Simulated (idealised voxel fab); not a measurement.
Process module in this document: voxel fin reveal
Xsec cut, 180 nm wide, square cell size 5 nm.
For the purposes of this document, a cross-section shall be understood as a grid of square cells, specified as bands listed in top-to-bottom order, each band consisting of one or more rows of cells.
The entry gives the band's vertical extent as a top height and a bottom height in nm, then its horizontal make-up as materials from left to right, each with a width in nm. "blank" stands for empty space; a single material marked "all across" fills the band edge to edge.
Zero point of the height axis is 0; under it, received wafer = one material. Lowest band: continues down indefinitely, "from 0 down".
Graded width ("30..40"): value in top row of band = first number; value in bottom row = second number; row-to-row change constant.
It should be understood that the words "changes: none", when stated for a given step, signify that the cross-section underwent no change in any of its cells during that step.
Empty spaces without an open route to the top, at least 8 cells in extent, make up the entry "Voids lacking openings"; each is given as width x height at distance, where the distance is measured from the left edge, and all are in nm.
Where a step's line continues beyond its settings, the continuation is a remark by the simulator itself on that step.
overlay nm: where the mask lay relative to plan, measured to the right, on steps with a mask; negatives go left.
The process steps that were planned are listed below
1 op RECEIVE | material Si
2 op CONFORMAL_DEP | material SiN | thk nm 10
3 op MASKED_ETCH | tone cover | mask id FINS | width nm 15 | pitch nm 40 | etch materials SiN | depth nm 10 | overlay nm 0
4 op MASKED_ETCH | tone cover | mask id FINS | width nm 15 | pitch nm 40 | etch materials Si | depth nm 30 | overlay nm 0
5 op FILL_DEP | material SiO2 | thk nm 5
6 op CMP | height nm 10
7 op SELECTIVE_ETCH | etch materials SiO2 | depth nm 25
8 op STRIP | etch materials SiN
The wafers in this document start out alike and differ in the width nm applied at step 3; the plan shows the value used for the first wafer.
First of several wafers (as received, post step 1), cross-sectional view
> from 0 down: Si all across
> Voids lacking openings: none
Per wafer (row), end of module: delta in cells per material since receipt, (+) for gained, (-) for lost; closed voids after that
width nm 15, -180 Si, +90 SiO2, Voids lacking openings: none
width nm 20, -168 Si, +84 SiO2, Voids lacking openings: none
width nm 25, -156 Si, +78 SiO2, Voids lacking openings: none
